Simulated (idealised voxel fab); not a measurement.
The name of this process module is voxel plated lines.
Cross-section cut: width 290 nm, square cells of 5 nm.
Cross-section spec: square-cell grid; bands listed top down; each band is one or more rows. Heights first: top, then bottom, in nm. Then materials, left to right, each with a width in nm. "full width" on a single material: fills the band edge to edge. "blank": empty space. Heights from 0 (as-received wafer is one material below). Bottom band endless downward, as "top 0, no bottom". Top row gets the first number, bottom row gets the second, and each row in between changes by the same step: that is how a band width like "30..40" works. "remained the same", as given for a step, is the statement that not any cell of the cross-section underwent a change during that step. Under "Fully sealed cavities" you'll find the enclosed gaps, the ones with no way out to the top, that are 8 cells or bigger; each reads width x height at distance, with distance counted from the left edge, everything in nm. On each step's line, the part that comes after the settings is the simulator's own comment on the step. "overlay nm", when on a step's line for a step with a mask, measures how far to the right of its planned place the mask lay; a negative measure means to the left.
### These are the steps we planned for the process
- 1: RECEIVE, material Si
- 2: CONFORMAL_DEP, material Al2O3, thk nm 10
- 3: DIRECTIONAL_DEP, material TiN, thk nm 5
- 4: PATTERN, tone open, mask id LINES, material resist, width nm 30, pitch nm 60, thk nm 40, overlay nm 0
- 5: EPI, material Ru, thk nm 5
- 6: EPI, material Ru, thk nm 5
- 7: EPI, material Ru, thk nm 5
- 8: STRIP, etch materials resist
- 9: DIRECTIONAL_ETCH, etch materials TiN, depth nm 5
- 10: CONFORMAL_DEP, material SiO2, thk nm 5
### Cross-sectional view of the wafer in its as-received condition, corresponding to the state after step 1
  top 0, no bottom: Si full width
  Fully sealed cavities: none
### Cross-section: first of two wafers, module finished, run according to plan
  top 35, bottom 30: blank 95, then SiO2 40, then blank 20, then SiO2 40, then blank 95
  top 30, bottom 15: blank 95, then SiO2 5, then Ru 30, then SiO2 5, then blank 20, then SiO2 5, then Ru 30, then SiO2 5, then blank 95
  top 15, bottom 10: SiO2 100, then TiN 30, then SiO2 30, then TiN 30, then SiO2 100
  top 10, bottom 0: Al2O3 full width
  top 0, no bottom: Si full width
  Fully sealed cavities: none
### Wafer two, sectioned after the module: the first wafer's start, the first wafer's plan, and one mistake in how it was run
  top 35, bottom 30: blank 95, then TiN 40, then blank 20, then TiN 40, then blank 95
  top 30, bottom 15: blank 95, then TiN 5, then Ru 30, then TiN 5, then blank 20, then TiN 5, then Ru 30, then TiN 5, then blank 95
  top 15, bottom 10: TiN full width
  top 10, bottom 0: Al2O3 full width
  top 0, no bottom: Si full width
  Fully sealed cavities: none
Deviation from plan: heads up, step 10 didn't go per plan, it actually ran as CONFORMAL_DEP, material TiN, thk nm 5
The closing comparison, in cells, has the second wafer with more or fewer of some materials than the first: 74 fewer of SiO2 | 74 more of TiN
